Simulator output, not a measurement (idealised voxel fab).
This is a process module. Its name is voxel capacitor over wiring.
Pictured: cross-section cut, 145 nm wide, on a grid of 5 nm square cells.
Cross-section format: a grid of square cells, given as bands from top to bottom; each band is one or more rows of cells.
Within each band entry, the heights of the top and of the bottom of the band appear first, in that order and in nm; the materials of the band then follow from left to right, each with its corresponding width in nm. The designation "throughout" on a single material indicates that it fills the band from edge to edge; the designation "blank" indicates empty space.
Heads up on the height convention: 0 is the point under which the incoming wafer is all one material, and the lowest band has no bottom, it just keeps going down, like "z 0 and below".
A two-number width, for instance "30 to 40", indicates that the width is equal to the first number in the top row of the band and to the second number in the bottom row, and that it changes by a constant amount per row of cells.
What does "everything unchanged" mean for a step? It means no cell of the cross-section changed in that step.
Each empty space that has no open way to the top and spans at least 8 cells appears under "Fully closed voids" as width x height at distance, the distance counted from the left edge, all in nm.
Step line, after settings: the simulator's comment on this step.
The setting "overlay nm" may be written on the line of a step. When the step uses a mask, the value reports how far to the right of the planned place the mask lay, and a negative value reports that it lay to the left.
Heads up before you read on: it's before/after pairs around one process step each, after side only down to the lowest band that changed, step plus settings under the pair. Pairs can be from different runs of this module, same starting wafer, so only chain a pair onto the one above if its "Status quo ante" entry says so.
-- Status quo ante
    z 110 to 95  40 aC, 15 blank, 90 aC
    z 95 to 90  SiO2 throughout
    z 90 to 80  30 SiO2, 25 TiN, 90 SiO2
    z 80 to 75  30 SiO2, 25 HfO2, 35 TiN, 55 SiO2
    z 75 to 70  25 SiO2, 65 TiN, 55 SiO2
    z 70 to 65  20 SiO2, 35 Ru, 35 HfO2, 55 SiO2
    z 65 to 60  20 SiO2, 35 Ru, 40 TiN, 50 SiO2
    z 60 to 40  30 lowk, 15 Ru, 100 lowk
    z 40 to 35  30 SiCN, 15 Ru, 100 SiCN
    z 35 to 20  15 lowk, 30 W, 55 lowk, 30 W, 15 lowk
    z 20 to 15  15 lowk, 30 TiN, 55 lowk, 30 TiN, 15 lowk
    z 15 to 0  SiO2 throughout
    z 0 and below  Si throughout
    Fully closed voids: none
-- Step Outcome
    z 110 to 95  40 aC, 15 blank, 90 aC
    z 95 to 90  40 SiO2, 15 blank, 90 SiO2
    Below a height of 90, the structure has not been altered.
    Fully closed voids: none
Step, before to after (see cross-sections above): DIRECTIONAL_ETCH (etch materials SiO2; depth nm 15)
Status quo ante: no separate figure, the pair right above already shows it after its step.
-- Step Outcome
    z 95 to 90  40 SiO2, 15 blank, 90 SiO2
    Below a height of 90, the structure has not been altered.
    Fully closed voids: none
Step, before to after (see cross-sections above): STRIP (etch materials aC)
Status quo ante: no separate figure, the pair right above already shows it after its step.
-- Step Outcome
    z 100 to 95  45 TiN, 5 blank, 95 TiN
    z 95 to 90  40 SiO2, 15 TiN, 90 SiO2
    Below a height of 90, the structure has not been altered.
    Fully closed voids: none
Step, before to after (see cross-sections above): CONFORMAL_DEP (material TiN; thk nm 5)
Status quo ante: no separate figure, the pair right above already shows it after its step.
-- Step Outcome
    z 105 to 100  Ru throughout
    z 100 to 95  45 TiN, 5 Ru, 95 TiN
    Below a height of 95, the structure has not been altered.
    Fully closed voids: none
Step, before to after (see cross-sections above): FILL_DEP (material Ru; thk nm 5)
Status quo ante: no separate figure, the pair right above already shows it after its step.
-- Step Outcome
    z 95 to 90  40 SiO2, 15 TiN, 90 SiO2
    Below a height of 90, the structure has not been altered.
    Fully closed voids: none
Step, before to after (see cross-sections above): CMP (height nm 95)
Status quo ante: no separate figure, the pair right above already shows it after its step.
-- Step Outcome
    z 100 to 95  SiCN throughout
    Below a height of 95, the structure has not been altered.
    Fully closed voids: none
Step, before to after (see cross-sections above): CONFORMAL_DEP (material SiCN; thk nm 5)
-- Status quo ante
    z 65 to 60  TiN throughout
    z 60 to 40  30 lowk, 15 Ru, 100 lowk
    z 40 to 35  30 SiCN, 15 Ru, 100 SiCN
    z 35 to 20  15 lowk, 30 W, 55 lowk, 30 W, 15 lowk
    z 20 to 15  15 lowk, 30 TiN, 55 lowk, 30 TiN, 15 lowk
    z 15 to 0  SiO2 throughout
    z 0 and below  Si throughout
    Fully closed voids: none
-- Step Outcome
    z 75 to 60  TiN throughout
    Below a height of 60, the structure has not been altered.
    Fully closed voids: none
Step, before to after (see cross-sections above): DIRECTIONAL_DEP (material TiN; thk nm 10)
Status quo ante: no separate figure, the pair right above already shows it after its step.
-- Step Outcome
    z 80 to 75  HfO2 throughout
    Below a height of 75, the structure has not been altered.
    Fully closed voids: none
Step, before to after (see cross-sections above): DIRECTIONAL_DEP (material HfO2; thk nm 5)
Status quo ante: no separate figure, the pair right above already shows it after its step.
-- Step Outcome
    z 80 to 75  30 blank, 60 HfO2, 55 blank
    Below a height of 75, the structure has not been altered.
    Fully closed voids: none
Step, before to after (see cross-sections above): MASKED_ETCH (tone cover; mask id UPPER_PLATE; width nm 60; etch materials HfO2; depth nm 5; overlay nm 0)
Status quo ante: no separate figure, the pair right above already shows it after its step.
-- Step Outcome
    z 95 to 90  30 blank, 60 aC, 55 blank
    z 90 to 80  aC throughout
    z 80 to 75  30 aC, 60 HfO2, 55 aC
    Below a height of 75, the structure has not been altered.
    Fully closed voids: none
Step, before to after (see cross-sections above): DIRECTIONAL_DEP (material aC; thk nm 15)
Status quo ante: no separate figure, the pair right above already shows it after its step.
-- Step Outcome
    z 125 to 95  25 blank, 70 resist, 50 blank
    z 95 to 90  25 blank, 5 resist, 60 aC, 5 resist, 50 blank
    Below a height of 90, the structure has not been altered.
    Fully closed voids: none
Step, before to after (see cross-sections above): PATTERN (tone cover; mask id LOWER_PLATE; material resist; width nm 70; thk nm 30; overlay nm 0)
Status quo ante: no separate figure, the pair right above already shows it after its step.
-- Step Outcome
    z 110 to 95  25 blank, 70 resist, 50 blank
    z 95 to 90  25 blank, 5 resist, 60 aC, 5 resist, 50 blank
    z 90 to 80  25 blank, 70 aC, 50 blank
    z 80 to 75  25 blank, 5 aC, 60 HfO2, 5 aC, 50 blank
    Below a height of 75, the structure has not been altered.
    Fully closed voids: none
Step, before to after (see cross-sections above): DIRECTIONAL_ETCH (etch materials aC; depth nm 15)
Status quo ante: no separate figure, the pair right above already shows it after its step.
-- Step Outcome
    z 95 to 90  30 blank, 60 aC, 55 blank
    Below a height of 90, the structure has not been altered.
    Fully closed voids: none
Step, before to after (see cross-sections above): STRIP (etch materials resist)
Status quo ante: no separate figure, the pair right above already shows it after its step.
-- Step Outcome
    z 95 to 90  30 blank, 60 aC, 55 blank
    z 90 to 80  25 blank, 70 aC, 50 blank
    z 80 to 75  25 blank, 5 aC, 60 HfO2, 5 aC, 50 blank
    z 75 to 70  25 blank, 70 TiN, 50 blank
    Below a height of 70, the structure has not been altered.
    Fully closed voids: none
Step, before to after (see cross-sections above): DIRECTIONAL_ETCH (etch materials TiN; depth nm 5)
Status quo ante: no separate figure, the pair right above already shows it after its step.
-- Step Outcome
    z 80 to 75  30 blank, 60 HfO2, 55 blank
    Below a height of 75, the structure has not been altered.
    Fully closed voids: none
Step, before to after (see cross-sections above): STRIP (etch materials aC)
Status quo ante: no separate figure, the pair right above already shows it after its step.
-- Step Outcome
    z 100 to 80  SiO2 throughout
    z 80 to 75  30 SiO2, 60 HfO2, 55 SiO2
    z 75 to 70  25 SiO2, 70 TiN, 50 SiO2
    Below a height of 70, the structure has not been altered.
    Fully closed voids: none
Step, before to after (see cross-sections above): FILL_DEP (material SiO2; thk nm 20)
Status quo ante: no separate figure, the pair right above already shows it after its step.
-- Step Outcome
    z 95 to 80  SiO2 throughout
    Below a height of 80, the structure has not been altered.
    Fully closed voids: none
Step, before to after (see cross-sections above): CMP (height nm 95)
Status quo ante: no separate figure, the pair right above already shows it after its step.
-- Step Outcome
    z 110 to 95  aC throughout
    Below a height of 95, the structure has not been altered.
    Fully closed voids: none
Step, before to after (see cross-sections above): DIRECTIONAL_DEP (material aC; thk nm 15)
Status quo ante: no separate figure, the pair right above already shows it after its step.
-- Step Outcome
    z 140 to 110  40 resist, 15 blank, 90 resist
    Below a height of 110, the structure has not been altered.
    Fully closed voids: none
Step, before to after (see cross-sections above): PATTERN (tone open; mask id PLUG_2; material resist; width nm 15; thk nm 30; overlay nm 0)
Status quo ante: no separate figure, the pair right above already shows it after its step.
-- Step Outcome
    z 125 to 110  40 resist, 15 blank, 90 resist
    z 110 to 95  40 aC, 15 blank, 90 aC
    Below a height of 95, the structure has not been altered.
    Fully closed voids: none
Step, before to after (see cross-sections above): DIRECTIONAL_ETCH (etch materials aC; depth nm 15)
Status quo ante: no separate figure, the pair right above already shows it after its step.
-- Step Outcome
    z 110 to 95  40 aC, 15 blank, 90 aC
    Below a height of 95, the structure has not been altered.
    Fully closed voids: none
Step, before to after (see cross-sections above): STRIP (etch materials resist)
Status quo ante: no separate figure, the pair right above already shows it after its step.
-- Step Outcome
    z 110 to 95  40 aC, 15 blank, 90 aC
    z 95 to 80  40 SiO2, 15 blank, 90 SiO2
    Below a height of 80, the structure has not been altered.
    Fully closed voids: none
Step, before to after (see cross-sections above): DIRECTIONAL_ETCH (etch materials SiO2; depth nm 15)
Status quo ante: no separate figure, the pair right above already shows it after its step.
-- Step Outcome
    z 95 to 80  40 SiO2, 15 blank, 90 SiO2
    Below a height of 80, the structure has not been altered.
    Fully closed voids: none
Step, before to after (see cross-sections above): STRIP (etch materials aC)
Status quo ante: no separate figure, the pair right above already shows it after its step.
-- Step Outcome
    z 100 to 95  45 TiN, 5 blank, 95 TiN
    z 95 to 85  40 SiO2, 5 TiN, 5 blank, 5 TiN, 90 SiO2
    z 85 to 80  40 SiO2, 15 TiN, 90 SiO2
    Below a height of 80, the structure has not been altered.
    Fully closed voids: none
Step, before to after (see cross-sections above): CONFORMAL_DEP (material TiN; thk nm 5)
Status quo ante: no separate figure, the pair right above already shows it after its step.
-- Step Outcome
    z 105 to 100  Ru throughout
    z 100 to 95  45 TiN, 5 Ru, 95 TiN
    z 95 to 85  40 SiO2, 5 TiN, 5 Ru, 5 TiN, 90 SiO2
    Below a height of 85, the structure has not been altered.
    Fully closed voids: none
Step, before to after (see cross-sections above): FILL_DEP (material Ru; thk nm 5)
Status quo ante: no separate figure, the pair right above already shows it after its step.
-- Step Outcome
    z 95 to 85  40 SiO2, 5 TiN, 5 Ru, 5 TiN, 90 SiO2
    Below a height of 85, the structure has not been altered.
    Fully closed voids: none
Step, before to after (see cross-sections above): CMP (height nm 95)
Status quo ante: no separate figure, the pair right above already shows it after its step.
-- Step Outcome
    z 100 to 95  SiCN throughout
    Below a height of 95, the structure has not been altered.
    Fully closed voids: none
Step, before to after (see cross-sections above): CONFORMAL_DEP (material SiCN; thk nm 5)
-- Status quo ante
    z 20 to 15  TiN throughout
    z 15 to 0  SiO2 throughout
    z 0 and below  Si throughout
    Fully closed voids: none
-- Step Outcome
    z 30 to 20  W throughout
    Below a height of 20, the structure has not been altered.
    Fully closed voids: none
Step, before to after (see cross-sections above): DIRECTIONAL_DEP (material W; thk nm 10)
Status quo ante: no separate figure, the pair right above already shows it after its step.
-- Step Outcome
    z 40 to 30  aC throughout
    Below a height of 30, the structure has not been altered.
    Fully closed voids: none
Step, before to after (see cross-sections above): DIRECTIONAL_DEP (material aC; thk nm 10)
Status quo ante: no separate figure, the pair right above already shows it after its step.
-- Step Outcome
    z 70 to 40  15 blank, 30 resist, 55 blank, 30 resist, 15 blank
    Below a height of 40, the structure has not been altered.
    Fully closed voids: none
Step, before to after (see cross-sections above): PATTERN (tone cover; mask id METAL_1; material resist; width nm 30; pitch nm 85; thk nm 30; overlay nm 0)
Status quo ante: no separate figure, the pair right above already shows it after its step.
-- Step Outcome
    z 60 to 40  15 blank, 30 resist, 55 blank, 30 resist, 15 blank
    z 40 to 30  15 blank, 30 aC, 55 blank, 30 aC, 15 blank
    Below a height of 30, the structure has not been altered.
    Fully closed voids: none
Step, before to after (see cross-sections above): DIRECTIONAL_ETCH (etch materials aC; depth nm 10)
Status quo ante: no separate figure, the pair right above already shows it after its step.
-- Step Outcome
    z 40 to 30  15 blank, 30 aC, 55 blank, 30 aC, 15 blank
    Below a height of 30, the structure has not been altered.
    Fully closed voids: none
Step, before to after (see cross-sections above): STRIP (etch materials resist)
Status quo ante: no separate figure, the pair right above already shows it after its step.
-- Step Outcome
    z 40 to 30  15 blank, 30 aC, 55 blank, 30 aC, 15 blank
    z 30 to 20  15 blank, 30 W, 55 blank, 30 W, 15 blank
    Below a height of 20, the structure has not been altered.
    Fully closed voids: none
Step, before to after (see cross-sections above): DIRECTIONAL_ETCH (etch materials W; depth nm 15)
Status quo ante: no separate figure, the pair right above already shows it after its step.
-- Step Outcome
    z 40 to 30  15 blank, 30 aC, 55 blank, 30 aC, 15 blank
    z 30 to 20  15 blank, 30 W, 55 blank, 30 W, 15 blank
    z 20 to 15  15 blank, 30 TiN, 55 blank, 30 TiN, 15 blank
    Below a height of 15, the structure has not been altered.
    Fully closed voids: none
Step, before to after (see cross-sections above): DIRECTIONAL_ETCH (etch materials TiN; depth nm 5)
Status quo ante: no separate figure, the pair right above already shows it after its step.
-- Step Outcome
    z 30 to 20  15 blank, 30 W, 55 blank, 30 W, 15 blank
    Below a height of 20, the structure has not been altered.
    Fully closed voids: none
Step, before to after (see cross-sections above): STRIP (etch materials aC)
Status quo ante: no separate figure, the pair right above already shows it after its step.
-- Step Outcome
    z 35 to 30  lowk throughout
    z 30 to 20  15 lowk, 30 W, 55 lowk, 30 W, 15 lowk
    z 20 to 15  15 lowk, 30 TiN, 55 lowk, 30 TiN, 15 lowk
    Below a height of 15, the structure has not been altered.
    Fully closed voids: none
Step, before to after (see cross-sections above): FILL_DEP (material lowk; thk nm 5)
Status quo ante: no separate figure, the pair right above already shows it after its step.
-- Step Outcome
    z 40 to 35  SiCN throughout
    Below a height of 35, the structure has not been altered.
    Fully closed voids: none
Step, before to after (see cross-sections above): CONFORMAL_DEP (material SiCN; thk nm 5)
Status quo ante: no separate figure, the pair right above already shows it after its step.
-- Step Outcome
    z 60 to 40  lowk throughout
    Below a height of 40, the structure has not been altered.
    Fully closed voids: none
Step, before to after (see cross-sections above): DIRECTIONAL_DEP (material lowk; thk nm 20)
Status quo ante: no separate figure, the pair right above already shows it after its step.
-- Step Outcome
    z 75 to 60  30 resist, 15 blank, 100 resist
    Below a height of 60, the structure has not been altered.
    Fully closed voids: none
Step, before to after (see cross-sections above): PATTERN (tone open; mask id PLUG_1; material resist; width nm 15; thk nm 15; overlay nm 0)
Status quo ante: no separate figure, the pair right above already shows it after its step.
-- Step Outcome
    z 75 to 60  30 resist, 15 blank, 100 resist
    z 60 to 40  30 lowk, 15 blank, 100 lowk
    Below a height of 40, the structure has not been altered.
    Fully closed voids: none
Step, before to after (see cross-sections above): DIRECTIONAL_ETCH (etch materials lowk; depth nm 20)
Status quo ante: no separate figure, the pair right above already shows it after its step.
-- Step Outcome
    z 75 to 60  30 resist, 15 blank, 100 resist
    z 60 to 40  30 lowk, 15 blank, 100 lowk
    z 40 to 35  30 SiCN, 15 blank, 100 SiCN
    Below a height of 35, the structure has not been altered.
    Fully closed voids: none
Step, before to after (see cross-sections above): DIRECTIONAL_ETCH (etch materials SiCN; depth nm 5)
Status quo ante: no separate figure, the pair right above already shows it after its step.
-- Step Outcome
    z 60 to 40  30 lowk, 15 blank, 100 lowk
    Below a height of 40, the structure has not been altered.
    Fully closed voids: none
Step, before to after (see cross-sections above): STRIP (etch materials resist)
Status quo ante: no separate figure, the pair right above already shows it after its step.
-- Step Outcome
    z 65 to 60  30 TiN, 15 blank, 100 TiN
    z 60 to 40  30 lowk, 15 blank, 100 lowk
    z 40 to 35  30 SiCN, 15 TiN, 100 SiCN
    Below a height of 35, the structure has not been altered.
    Fully closed voids: none
Step, before to after (see cross-sections above): DIRECTIONAL_DEP (material TiN; thk nm 5)
Status quo ante: no separate figure, the pair right above already shows it after its step.
-- Step Outcome
    z 70 to 65  30 HfO2, 15 blank, 100 HfO2
    z 65 to 60  30 TiN, 15 blank, 100 TiN
    z 60 to 45  30 lowk, 15 blank, 100 lowk
    z 45 to 40  30 lowk, 15 HfO2, 100 lowk
    Below a height of 40, the structure has not been altered.
    Fully closed voids: none
Step, before to after (see cross-sections above): DIRECTIONAL_DEP (material HfO2; thk nm 5)
Status quo ante: no separate figure, the pair right above already shows it after its step.
-- Step Outcome
    z 80 to 70  30 TiN, 15 blank, 100 TiN
    z 70 to 65  30 HfO2, 15 blank, 100 HfO2
    z 65 to 60  30 TiN, 15 blank, 100 TiN
    z 60 to 55  30 lowk, 15 blank, 100 lowk
    z 55 to 45  30 lowk, 15 TiN, 100 lowk
    Below a height of 45, the structure has not been altered.
    Fully closed voids: none
Step, before to after (see cross-sections above): DIRECTIONAL_DEP (material TiN; thk nm 10)
Status quo ante: no separate figure, the pair right above already shows it after its step.
-- Step Outcome
    z 80 to 70  45 blank, 45 TiN, 55 blank
    Below a height of 70, the structure has not been altered.
    Fully closed voids: none
Step, before to after (see cross-sections above): MASKED_ETCH (tone cover; mask id UPPER_PLATE; width nm 60; etch materials TiN; depth nm 10; overlay nm 0)
Status quo ante: no separate figure, the pair right above already shows it after its step.
-- Step Outcome
    z 80 to 70  45 blank, 45 TiN, 55 blank
    z 70 to 65  45 blank, 45 HfO2, 55 blank
    Below a height of 65, the structure has not been altered.
    Fully closed voids: none
Step, before to after (see cross-sections above): MASKED_ETCH (tone cover; mask id UPPER_PLATE; width nm 60; etch materials HfO2; depth nm 5; overlay nm 0)
Status quo ante: no separate figure, the pair right above already shows it after its step.
-- Step Outcome
    z 95 to 80  45 blank, 45 aC, 55 blank
    z 80 to 70  30 aC, 15 blank, 45 TiN, 55 aC
    z 70 to 65  45 aC, 45 HfO2, 55 aC
    z 65 to 60  30 TiN, 15 aC, 100 TiN
    z 60 to 55  30 lowk, 15 aC, 100 lowk
    Below a height of 55, the structure has not been altered.
    Fully closed voids: none
Step, before to after (see cross-sections above): DIRECTIONAL_DEP (material aC; thk nm 15)
Status quo ante: no separate figure, the pair right above already shows it after its step.
-- Step Outcome
    z 125 to 95  25 blank, 70 resist, 50 blank
    z 95 to 80  25 blank, 20 resist, 45 aC, 5 resist, 50 blank
    z 80 to 70  30 aC, 15 resist, 45 TiN, 55 aC
    Below a height of 70, the structure has not been altered.
    Fully closed voids: none
Step, before to after (see cross-sections above): PATTERN (tone cover; mask id LOWER_PLATE; material resist; width nm 70; thk nm 30; overlay nm 0)
Status quo ante: no separate figure, the pair right above already shows it after its step.
-- Step Outcome
    z 110 to 95  25 blank, 70 resist, 50 blank
    z 95 to 80  25 blank, 20 resist, 45 aC, 5 resist, 50 blank
    z 80 to 70  25 blank, 5 aC, 15 resist, 45 TiN, 5 aC, 50 blank
    z 70 to 65  25 blank, 20 aC, 45 HfO2, 5 aC, 50 blank
    Below a height of 65, the structure has not been altered.
    Fully closed voids: none
Step, before to after (see cross-sections above): DIRECTIONAL_ETCH (etch materials aC; depth nm 15)
Status quo ante: no separate figure, the pair right above already shows it after its step.
-- Step Outcome
    z 95 to 80  45 blank, 45 aC, 55 blank
    z 80 to 70  25 blank, 5 aC, 15 blank, 45 TiN, 5 aC, 50 blank
    Below a height of 70, the structure has not been altered.
    Fully closed voids: none
Step, before to after (see cross-sections above): STRIP (etch materials resist)
Status quo ante: no separate figure, the pair right above already shows it after its step.
-- Step Outcome
    z 95 to 80  45 blank, 45 aC, 55 blank
    z 80 to 70  25 blank, 5 aC, 15 blank, 45 TiN, 5 aC, 50 blank
    z 70 to 65  25 blank, 20 aC, 45 HfO2, 5 aC, 50 blank
    z 65 to 60  25 blank, 5 TiN, 15 aC, 50 TiN, 50 blank
    Below a height of 60, the structure has not been altered.
    Fully closed voids: none
Step, before to after (see cross-sections above): DIRECTIONAL_ETCH (etch materials TiN; depth nm 5)
Status quo ante: no separate figure, the pair right above already shows it after its step.
-- Step Outcome
    z 80 to 70  45 blank, 45 TiN, 55 blank
    z 70 to 65  45 blank, 45 HfO2, 55 blank
    z 65 to 60  25 blank, 5 TiN, 15 blank, 50 TiN, 50 blank
    z 60 to 55  30 lowk, 15 blank, 100 lowk
    Below a height of 55, the structure has not been altered.
    Fully closed voids: none
Step, before to after (see cross-sections above): STRIP (etch materials aC)
Status quo ante: no separate figure, the pair right above already shows it after its step.
-- Step Outcome
    z 100 to 80  SiO2 throughout
    z 80 to 70  45 SiO2, 45 TiN, 55 SiO2
    z 70 to 65  45 SiO2, 45 HfO2, 55 SiO2
    z 65 to 60  25 SiO2, 5 TiN, 15 SiO2, 50 TiN, 50 SiO2
    z 60 to 55  30 lowk, 15 SiO2, 100 lowk
    Below a height of 55, the structure has not been altered.
    Fully closed voids: none
Step, before to after (see cross-sections above): FILL_DEP (material SiO2; thk nm 20)
Status quo ante: no separate figure, the pair right above already shows it after its step.
-- Step Outcome
    z 95 to 80  SiO2 throughout
    Below a height of 80, the structure has not been altered.
    Fully closed voids: none
Step, before to after (see cross-sections above): CMP (height nm 95)
Status quo ante: no separate figure, the pair right above already shows it after its step.
-- Step Outcome
    z 110 to 95  aC throughout
    Below a height of 95, the structure has not been altered.
    Fully closed voids: none
Step, before to after (see cross-sections above): DIRECTIONAL_DEP (material aC; thk nm 15)
Status quo ante: no separate figure, the pair right above already shows it after its step.
-- Step Outcome
    z 140 to 110  40 resist, 15 blank, 90 resist
    Below a height of 110, the structure has not been altered.
    Fully closed voids: none
Step, before to after (see cross-sections above): PATTERN (tone open; mask id PLUG_2; material resist; width nm 15; thk nm 30; overlay nm 0)
Status quo ante: no separate figure, the pair right above already shows it after its step.
-- Step Outcome
    z 125 to 110  40 resist, 15 blank, 90 resist
    z 110 to 95  40 aC, 15 blank, 90 aC
    Below a height of 95, the structure has not been altered.
    Fully closed voids: none
Step, before to after (see cross-sections above): DIRECTIONAL_ETCH (etch materials aC; depth nm 15)
Status quo ante: no separate figure, the pair right above already shows it after its step.
-- Step Outcome
    z 110 to 95  40 aC, 15 blank, 90 aC
    Below a height of 95, the structure has not been altered.
    Fully closed voids: none
Step, before to after (see cross-sections above): STRIP (etch materials resist)
Status quo ante: no separate figure, the pair right above already shows it after its step.
-- Step Outcome
    z 110 to 95  40 aC, 15 blank, 90 aC
    z 95 to 80  40 SiO2, 15 blank, 90 SiO2
    Below a height of 80, the structure has not been altered.
    Fully closed voids: none
Step, before to after (see cross-sections above): DIRECTIONAL_ETCH (etch materials SiO2; depth nm 15)
Status quo ante: no separate figure, the pair right above already shows it after its step.
-- Step Outcome
    z 95 to 80  40 SiO2, 15 blank, 90 SiO2
    Below a height of 80, the structure has not been altered.
    Fully closed voids: none
Step, before to after (see cross-sections above): STRIP (etch materials aC)
Status quo ante: no separate figure, the pair right above already shows it after its step.
-- Step Outcome
    z 100 to 95  45 TiN, 5 blank, 95 TiN
    z 95 to 85  40 SiO2, 5 TiN, 5 blank, 5 TiN, 90 SiO2
    z 85 to 80  40 SiO2, 15 TiN, 90 SiO2
    Below a height of 80, the structure has not been altered.
    Fully closed voids: none
Step, before to after (see cross-sections above): CONFORMAL_DEP (material TiN; thk nm 5)
Status quo ante: no separate figure, the pair right above already shows it after its step.
-- Step Outcome
    z 105 to 100  Ru throughout
    z 100 to 95  45 TiN, 5 Ru, 95 TiN
    z 95 to 85  40 SiO2, 5 TiN, 5 Ru, 5 TiN, 90 SiO2
    Below a height of 85, the structure has not been altered.
    Fully closed voids: none
Step, before to after (see cross-sections above): FILL_DEP (material Ru; thk nm 5)
Status quo ante: no separate figure, the pair right above already shows it after its step.
-- Step Outcome
    z 95 to 85  40 SiO2, 5 TiN, 5 Ru, 5 TiN, 90 SiO2
    Below a height of 85, the structure has not been altered.
    Fully closed voids: none
Step, before to after (see cross-sections above): CMP (height nm 95)
Status quo ante: no separate figure, the pair right above already shows it after its step.
-- Step Outcome
    z 100 to 95  SiCN throughout
    Below a height of 95, the structure has not been altered.
    Fully closed voids: none
Step, before to after (see cross-sections above): CONFORMAL_DEP (material SiCN; thk nm 5)
-- Status quo ante
    z 95 to 80  30 blank, 60 aC, 55 blank
    z 80 to 70  30 aC, 60 TiN, 55 aC
    z 70 to 65  30 aC, 60 HfO2, 55 aC
    z 65 to 60  TiN throughout
    z 60 to 40  30 lowk, 15 Ru, 100 lowk
    z 40 to 35  30 SiCN, 15 Ru, 100 SiCN
    z 35 to 20  15 lowk, 30 W, 55 lowk, 30 W, 15 lowk
    z 20 to 15  15 lowk, 30 TiN, 55 lowk, 30 TiN, 15 lowk
    z 15 to 0  SiO2 throughout
    z 0 and below  Si throughout
    Fully closed voids: none
-- Step Outcome
    z 125 to 95  30 blank, 65 resist, 50 blank
    z 95 to 80  30 blank, 60 aC, 5 resist, 50 blank
    Below a height of 80, the structure has not been altered.
    Fully closed voids: none
Step, before to after (see cross-sections above): PATTERN (tone cover; mask id LOWER_PLATE; material resist; width nm 65; thk nm 30; overlay nm 0)
Status quo ante: no separate figure, the pair right above already shows it after its step.
-- Step Outcome
    z 110 to 95  30 blank, 65 resist, 50 blank
    z 95 to 80  30 blank, 60 aC, 5 resist, 50 blank
    z 80 to 70  30 blank, 60 TiN, 5 aC, 50 blank
    z 70 to 65  30 blank, 60 HfO2, 5 aC, 50 blank
    Below a height of 65, the structure has not been altered.
    Fully closed voids: none
Step, before to after (see cross-sections above): DIRECTIONAL_ETCH (etch materials aC; depth nm 15)
Status quo ante: no separate figure, the pair right above already shows it after its step.
-- Step Outcome
    z 95 to 80  30 blank, 60 aC, 55 blank
    Below a height of 80, the structure has not been altered.
    Fully closed voids: none
Step, before to after (see cross-sections above): STRIP (etch materials resist)
Status quo ante: no separate figure, the pair right above already shows it after its step.
-- Step Outcome
    z 95 to 80  30 blank, 60 aC, 55 blank
    z 80 to 70  30 blank, 60 TiN, 5 aC, 50 blank
    z 70 to 65  30 blank, 60 HfO2, 5 aC, 50 blank
    z 65 to 60  30 blank, 65 TiN, 50 blank
    Below a height of 60, the structure has not been altered.
    Fully closed voids: none
Step, before to after (see cross-sections above): DIRECTIONAL_ETCH (etch materials TiN; depth nm 5)
Status quo ante: no separate figure, the pair right above already shows it after its step.
-- Step Outcome
    z 80 to 70  30 blank, 60 TiN, 55 blank
    z 70 to 65  30 blank, 60 HfO2, 55 blank
    Below a height of 65, the structure has not been altered.
    Fully closed voids: none
Step, before to after (see cross-sections above): STRIP (etch materials aC)
Status quo ante: no separate figure, the pair right above already shows it after its step.
-- Step Outcome
    z 100 to 80  SiO2 throughout
    z 80 to 70  30 SiO2, 60 TiN, 55 SiO2
    z 70 to 65  30 SiO2, 60 HfO2, 55 SiO2
    z 65 to 60  30 SiO2, 65 TiN, 50 SiO2
    Below a height of 60, the structure has not been altered.
    Fully closed voids: none
Step, before to after (see cross-sections above): FILL_DEP (material SiO2; thk nm 20)
Status quo ante: no separate figure, the pair right above already shows it after its step.
-- Step Outcome
    z 95 to 80  SiO2 throughout
    Below a height of 80, the structure has not been altered.
    Fully closed voids: none
Step, before to after (see cross-sections above): CMP (height nm 95)
Status quo ante: no separate figure, the pair right above already shows it after its step.
-- Step Outcome
    z 110 to 95  aC throughout
    Below a height of 95, the structure has not been altered.
    Fully closed voids: none
Step, before to after (see cross-sections above): DIRECTIONAL_DEP (material aC; thk nm 15)
Status quo ante: no separate figure, the pair right above already shows it after its step.
-- Step Outcome
    z 140 to 110  40 resist, 15 blank, 90 resist
    Below a height of 110, the structure has not been altered.
    Fully closed voids: none
Step, before to after (see cross-sections above): PATTERN (tone open; mask id PLUG_2; material resist; width nm 15; thk nm 30; overlay nm 0)
Status quo ante: no separate figure, the pair right above already shows it after its step.
-- Step Outcome
    z 125 to 110  40 resist, 15 blank, 90 resist
    z 110 to 95  40 aC, 15 blank, 90 aC
    Below a height of 95, the structure has not been altered.
    Fully closed voids: none
Step, before to after (see cross-sections above): DIRECTIONAL_ETCH (etch materials aC; depth nm 15)
Status quo ante: no separate figure, the pair right above already shows it after its step.
-- Step Outcome
    z 110 to 95  40 aC, 15 blank, 90 aC
    Below a height of 95, the structure has not been altered.
    Fully closed voids: none
Step, before to after (see cross-sections above): STRIP (etch materials resist)
Status quo ante: no separate figure, the pair right above already shows it after its step.
-- Step Outcome
    z 110 to 95  40 aC, 15 blank, 90 aC
    z 95 to 80  40 SiO2, 15 blank, 90 SiO2
    Below a height of 80, the structure has not been altered.
    Fully closed voids: none
Step, before to after (see cross-sections above): DIRECTIONAL_ETCH (etch materials SiO2; depth nm 15)
Status quo ante: no separate figure, the pair right above already shows it after its step.
-- Step Outcome
    z 95 to 80  40 SiO2, 15 blank, 90 SiO2
    Below a height of 80, the structure has not been altered.
    Fully closed voids: none
Step, before to after (see cross-sections above): STRIP (etch materials aC)
Status quo ante: no separate figure, the pair right above already shows it after its step.
-- Step Outcome
    z 100 to 95  45 TiN, 5 blank, 95 TiN
    z 95 to 85  40 SiO2, 5 TiN, 5 blank, 5 TiN, 90 SiO2
    z 85 to 80  40 SiO2, 15 TiN, 90 SiO2
    Below a height of 80, the structure has not been altered.
    Fully closed voids: none
Step, before to after (see cross-sections above): CONFORMAL_DEP (material TiN; thk nm 5)
Status quo ante: no separate figure, the pair right above already shows it after its step.
-- Step Outcome
    z 105 to 100  Ru throughout
    z 100 to 95  45 TiN, 5 Ru, 95 TiN
    z 95 to 85  40 SiO2, 5 TiN, 5 Ru, 5 TiN, 90 SiO2
    Below a height of 85, the structure has not been altered.
    Fully closed voids: none
Step, before to after (see cross-sections above): FILL_DEP (material Ru; thk nm 5)
Status quo ante: no separate figure, the pair right above already shows it after its step.
-- Step Outcome
    z 95 to 85  40 SiO2, 5 TiN, 5 Ru, 5 TiN, 90 SiO2
    Below a height of 85, the structure has not been altered.
    Fully closed voids: none
Step, before to after (see cross-sections above): CMP (height nm 95)
Status quo ante: no separate figure, the pair right above already shows it after its step.
-- Step Outcome
    z 100 to 95  SiCN throughout
    Below a height of 95, the structure has not been altered.
    Fully closed voids: none
Step, before to after (see cross-sections above): CONFORMAL_DEP (material SiCN; thk nm 5)
